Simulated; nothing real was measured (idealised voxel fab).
process module | voxel self aligned contacts
cross-section cut | 205 nm wide | cells 5 nm
A cross-section is a grid of square cells, given in bands from the top down. A band is one or more rows of cells.
Each band's line starts with the height of the band's top and of its bottom, in nm. Then come its materials from left to right, each with its width in nm. One material with "throughout" fills the band from edge to edge. "air" is empty space.
Height 0 is the level under which the wafer as received is all one material. The lowest band goes on downwards, as in "0 down".
A width such as "30 to 40" changes by the same amount from each row of cells to the next, from the band's top row to its bottom row.
"no change" after a step means that no cell of the cross-section changed.
closed voids: empty space of 8 cells or more with no open way to the top, each as width x height at its distance from the left edge, in nm
after a step's settings: what the simulator itself notes on the step
overlay nm, on a step with a mask: how far to the right of its planned place the mask lay; to the left if negative
plan
1 op RECEIVE | material Si
2 op OXIDIZE | depth nm 5
3 op DIRECTIONAL_DEP | material polySi | thk nm 30
4 op DIRECTIONAL_DEP | material SiN | thk nm 20
5 op MASKED_ETCH | tone cover | mask id GATE | width nm 25 | pitch nm 60 | etch materials SiN | depth nm 20 | overlay nm 0
6 op MASKED_ETCH | tone cover | mask id GATE | width nm 25 | pitch nm 60 | etch materials polySi | depth nm 30 | overlay nm 0
7 op CONFORMAL_DEP | material SiN | thk nm 5
8 op DIRECTIONAL_ETCH | etch materials SiN | depth nm 5
9 op FILL_DEP | material SiO2 | thk nm 20
10 op CMP | height nm 60
11 op PATTERN | tone open | mask id CONTACT | material resist | width nm 45 | thk nm 20 | overlay nm 0
12 op DIRECTIONAL_ETCH | etch materials SiO2 | depth nm 65
13 op STRIP | etch materials resist
14 op CONFORMAL_DEP | material TiN | thk nm 5
15 op FILL_DEP | material W | thk nm 5
16 op CMP | height nm 60
17 op CONFORMAL_DEP | material SiN | thk nm 5
first wafer, as planned
as received, after step 1
  0 down: Si throughout
  closed voids: none
after step 2
  0 to -5: SiO2 throughout
  below -5: unchanged
after step 3
  30 to 0: polySi throughout
  below 0: unchanged
after step 4
  50 to 30: SiN throughout
  below 30: unchanged
after step 5
  50 to 30: air 60 | SiN 25 | air 35 | SiN 25 | air 60
  below 30: unchanged
after step 6
  50 to 30: air 60 | SiN 25 | air 35 | SiN 25 | air 60
  30 to 0: air 60 | polySi 25 | air 35 | polySi 25 | air 60
  below 0: unchanged
after step 7
  55 to 30: air 55 | SiN 35 | air 25 | SiN 35 | air 55
  30 to 5: air 55 | SiN 5 | polySi 25 | SiN 5 | air 25 | SiN 5 | polySi 25 | SiN 5 | air 55
  5 to 0: SiN 60 | polySi 25 | SiN 35 | polySi 25 | SiN 60
  below 0: unchanged
after step 8
  50 to 30: air 55 | SiN 35 | air 25 | SiN 35 | air 55
  30 to 0: air 55 | SiN 5 | polySi 25 | SiN 5 | air 25 | SiN 5 | polySi 25 | SiN 5 | air 55
  below 0: unchanged
after step 9
  70 to 50: SiO2 throughout
  50 to 30: SiO2 55 | SiN 35 | SiO2 25 | SiN 35 | SiO2 55
  30 to 0: SiO2 55 | SiN 5 | polySi 25 | SiN 5 | SiO2 25 | SiN 5 | polySi 25 | SiN 5 | SiO2 55
  below 0: unchanged
after step 10
  60 to 50: SiO2 throughout
  below 50: unchanged
after step 11
  80 to 60: resist 80 | air 45 | resist 80
  below 60: unchanged
after step 12
  80 to 60: resist 80 | air 45 | resist 80
  60 to 50: SiO2 80 | air 45 | SiO2 80
  50 to 30: SiO2 55 | SiN 35 | air 25 | SiN 35 | SiO2 55
  30 to 0: SiO2 55 | SiN 5 | polySi 25 | SiN 5 | air 25 | SiN 5 | polySi 25 | SiN 5 | SiO2 55
  0 to -5: SiO2 90 | air 25 | SiO2 90
  below -5: unchanged
after step 13
  60 to 50: SiO2 80 | air 45 | SiO2 80
  below 50: unchanged
after step 14
  65 to 60: TiN 85 | air 35 | TiN 85
  60 to 50: SiO2 80 | TiN 5 to 15 | air 35 to 15 | TiN 5 to 15 | SiO2 80
  50 to 30: SiO2 55 | SiN 35 | TiN 5 | air 15 | TiN 5 | SiN 35 | SiO2 55
  30 to 0: SiO2 55 | SiN 5 | polySi 25 | SiN 5 | TiN 5 | air 15 | TiN 5 | SiN 5 | polySi 25 | SiN 5 | SiO2 55
  0 to -5: SiO2 90 | TiN 25 | SiO2 90
  below -5: unchanged
after step 15
  70 to 65: W throughout
  65 to 60: TiN 85 | W 35 | TiN 85
  60 to 50: SiO2 80 | TiN 5 to 15 | W 35 to 15 | TiN 5 to 15 | SiO2 80
  50 to 30: SiO2 55 | SiN 35 | TiN 5 | W 15 | TiN 5 | SiN 35 | SiO2 55
  30 to 0: SiO2 55 | SiN 5 | polySi 25 | SiN 5 | TiN 5 | W 15 | TiN 5 | SiN 5 | polySi 25 | SiN 5 | SiO2 55
  below 0: unchanged
after step 16
  60 to 50: SiO2 80 | TiN 5 to 15 | W 35 to 15 | TiN 5 to 15 | SiO2 80
  below 50: unchanged
after step 17
  65 to 60: SiN throughout
  below 60: unchanged
second wafer: like start, like plan, one mistake. Through step 8 it matches the first wafer
when step 9 should have ended
  70 to 50: TiN throughout
  50 to 30: TiN 55 | SiN 35 | TiN 25 | SiN 35 | TiN 55
  30 to 0: TiN 55 | SiN 5 | polySi 25 | SiN 5 | TiN 25 | SiN 5 | polySi 25 | SiN 5 | TiN 55
  below 0: unchanged
when step 10 should have ended
  60 to 50: TiN throughout
  below 50: unchanged
when step 11 should have ended
  80 to 60: resist 80 | air 45 | resist 80
  below 60: unchanged
when step 12 should have ended: no change
when step 13 should have ended
  60 to 50: TiN throughout
  below 50: unchanged
when step 14 should have ended
  65 to 50: TiN throughout
  below 50: unchanged
when step 15 should have ended
  70 to 65: W throughout
  below 65: unchanged
when step 16 should have ended
  60 to 50: TiN throughout
  below 50: unchanged
when step 17 should have ended
  65 to 60: SiN throughout
  below 60: unchanged
what went wrong: step 9 ran as: op FILL_DEP | material TiN | thk nm 20
at the end the second wafer has, in cells: 279 fewer of SiO2 | 319 more of TiN | 40 fewer of W
